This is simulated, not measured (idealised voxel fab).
The process module that follows is named voxel transistor to metal.
Shown is cross-section cut, with a width of 165 nm and square cells of size 5 nm.
Bands, listed from the top down, are how a cross-section gets written in this document; the cross-section itself is a grid of square cells, and a band is one or more rows of them. Look at the band entry: it leads with the top's height and the bottom's height in nm. Then it lists the materials left to right, with a width in nm for each. The word "all across" on a single material says that material fills the band edge to edge. The word "blank" is empty space. All heights in this document are referenced to 0, defined as the level beneath which the wafer, as received, consists entirely of one material. The lowest band is not bounded below; it extends indefinitely downward and is written in the form "0 down". Top row gets the first number, bottom row gets the second, and each row in between changes by the same step: that is how a band width like "30->40" works. No cell of the cross-section changed in a step that is given as "all unchanged". "Enclosed void listing" - sealed voids, min. 8 cells, no opening to top; format: width x height at distance (distance from left edge; nm throughout). Where a step's line continues beyond its settings, the continuation is a remark by the simulator itself on that step. If you see "overlay nm" on a step's line and that step has a mask, it's telling you how far right of where it was planned the mask ended up; a negative number means it went left instead.

This section lists the process steps that were planned
| 1 | RECEIVE [material Si] |
| 2 | OXIDIZE [depth nm 5] |
| 3 | CONFORMAL_DEP [material SiN] [thk nm 10] |
| 4 | MASKED_ETCH [tone cover] [mask id ACTIVE] [width nm 110] [etch materials SiN] [depth nm 10] [overlay nm 0] |
| 5 | MASKED_ETCH [tone cover] [mask id ACTIVE] [width nm 110] [etch materials SiO2] [depth nm 5] [overlay nm 0] |
| 6 | MASKED_ETCH [tone cover] [mask id ACTIVE] [width nm 110] [etch materials Si] [depth nm 25] [overlay nm 0] |
| 7 | OXIDIZE [depth nm 5] |
| 8 | FILL_DEP [material SiO2] [thk nm 15] |
| 9 | CMP [height nm 10] |
| 10 | SELECTIVE_ETCH [etch materials SiO2] [depth nm 5] |
| 11 | STRIP [etch materials SiN] |
| 12 | SELECTIVE_ETCH [etch materials SiO2] [depth nm 5] |
| 13 | OXIDIZE [depth nm 5] |
| 14 | DIRECTIONAL_DEP [material polySi] [thk nm 30] |
| 15 | DIRECTIONAL_DEP [material SiCN] [thk nm 15] |
| 16 | PATTERN [tone cover] [mask id GATE] [material resist] [width nm 30] [thk nm 15] [overlay nm 0] |
| 17 | DIRECTIONAL_ETCH [etch materials SiCN] [depth nm 25] |
| 18 | DIRECTIONAL_ETCH [etch materials polySi] [depth nm 40] |
| 19 | STRIP [etch materials resist] |
| 20 | CONFORMAL_DEP [material SiO2] [thk nm 5] |
| 21 | DIRECTIONAL_ETCH [etch materials SiO2] [depth nm 5] |
| 22 | CONFORMAL_DEP [material SiN] [thk nm 10] |
| 23 | DIRECTIONAL_ETCH [etch materials SiN] [depth nm 10] |
| 24 | DIRECTIONAL_ETCH [etch materials SiO2] [depth nm 5] |
| 25 | DIRECTIONAL_ETCH [etch materials Si] [depth nm 5] |
| 26 | EPI [material pSi] [thk nm 10] |
| 27 | FILL_DEP [material SiO2] [thk nm 10] |
| 28 | CMP [height nm 25] |
| 29 | STRIP [etch materials polySi] |
| 30 | SELECTIVE_ETCH [etch materials SiO2] [depth nm 5] |
| 31 | CONFORMAL_DEP [material HfO2] [thk nm 5] |
| 32 | CONFORMAL_DEP [material TiN] [thk nm 5] |
| 33 | FILL_DEP [material W] [thk nm 5] |
| 34 | CMP [height nm 20] |
| 35 | DIRECTIONAL_DEP [material SiO2] [thk nm 10] |
| 36 | PATTERN [tone open] [mask id CONTACT] [material resist] [width nm 15] [pitch nm 75] [thk nm 20] [overlay nm 0] |
| 37 | DIRECTIONAL_ETCH [etch materials SiO2] [depth nm 30] |
| 38 | STRIP [etch materials resist] |
| 39 | CONFORMAL_DEP [material TiN] [thk nm 5] |
| 40 | FILL_DEP [material Ru] [thk nm 10] |
| 41 | CMP [height nm 30] |
| 42 | DIRECTIONAL_DEP [material TiN] [thk nm 5] |
| 43 | DIRECTIONAL_DEP [material W] [thk nm 15] |
| 44 | PATTERN [tone cover] [mask id METAL_1] [material resist] [width nm 15] [pitch nm 75] [thk nm 20] [overlay nm 0] |
| 45 | DIRECTIONAL_ETCH [etch materials W] [depth nm 15] |
| 46 | DIRECTIONAL_ETCH [etch materials TiN] [depth nm 5] |
| 47 | STRIP [etch materials resist] |
| 48 | FILL_DEP [material lowk] [thk nm 5] |
| 49 | CMP [height nm 50] |
| 50 | CONFORMAL_DEP [material SiCN] [thk nm 5] |

Cross-section, incoming material, after step 1
    0 down = Si all across
    Enclosed void listing: none

First of two wafers: cross-section at end of module, run per plan
    55 to 50 = SiCN all across
    50 to 35 = lowk=35, W=15, lowk=60, W=15, lowk=40
    35 to 30 = lowk=35, TiN=15, lowk=60, TiN=15, lowk=40
    30 to 20 = SiO2=35, TiN=5, Ru=5, TiN=5, SiO2=60, TiN=5, Ru=5, TiN=5, SiO2=40
    20 to 5 = SiO2=35, TiN=5, Ru=5, TiN=5, SiN=10, HfO2=5, TiN=5, W=20, TiN=5, HfO2=5, SiN=10, TiN=5, Ru=5, TiN=5, SiO2=40
    5 to 0 = SiO2=35, TiN=15, SiN=10, HfO2=5, TiN=5, W=20, TiN=5, HfO2=5, SiN=10, TiN=15, SiO2=40
    0 to -5 = SiO2=25, SiN=10, pSi=15, SiN=10, HfO2=5, TiN=30, HfO2=5, SiN=10, pSi=15, SiN=10, SiO2=30
    -5 to -10 = SiO2=35, pSi=15, SiO2=10, HfO2=40, SiO2=10, pSi=15, SiO2=40
    -10 to -15 = SiO2=30, Si=5, pSi=15, Si=60, pSi=15, Si=5, SiO2=35
    -15 to -35 = SiO2=30, Si=100, SiO2=35
    -35 down = Si all across
    Enclosed void listing: none

Cross-section at end of module for the second wafer of two, which matched the first in starting point and plan and differed by one mistake in its processing
    55 to 50 = SiCN all across
    50 to 35 = lowk=35, W=15, lowk=60, W=15, lowk=40
    35 to 30 = lowk=35, TiN=15, lowk=60, TiN=15, lowk=40
    30 to 25 = SiO2=35, TiN=5, Ru=5, TiN=5, SiO2=60, TiN=5, Ru=5, TiN=5, SiO2=40
    25 to 20 = SiO2=35, TiN=15, SiO2=60, TiN=5, Ru=5, TiN=5, SiO2=40
    20 to 5 = SiO2=35, TiN=5, SiN=10, HfO2=5, TiN=5, W=20, TiN=5, HfO2=5, SiN=10, SiO2=10, TiN=5, Ru=5, TiN=5, SiO2=40
    5 to 0 = SiO2=35, TiN=5, SiN=10, HfO2=5, TiN=5, W=20, TiN=5, HfO2=5, SiN=10, SiO2=10, TiN=15, SiO2=40
    0 to -5 = SiO2=25, SiN=10, pSi=5, SiN=10, HfO2=5, TiN=30, HfO2=5, SiN=10, pSi=10, SiO2=5, pSi=10, SiN=10, SiO2=30
    -5 to -10 = SiO2=35, pSi=5, SiO2=10, HfO2=40, SiO2=10, pSi=25, SiO2=40
    -10 to -15 = SiO2=30, Si=5, pSi=5, Si=60, pSi=25, Si=5, SiO2=35
    -15 to -35 = SiO2=30, Si=100, SiO2=35
    -35 down = Si all across
    Enclosed void listing: none
Here's what went sideways: in deviation from the planned setting, step 16 was conducted as PATTERN [tone cover] [mask id GATE] [material resist] [width nm 30] [thk nm 15] [overlay nm -10]
Bottom line after processing is that, in cells, the second wafer is up or down on some materials versus the first: -4 Ru; +9 SiO2; -4 TiN; -1 pSi
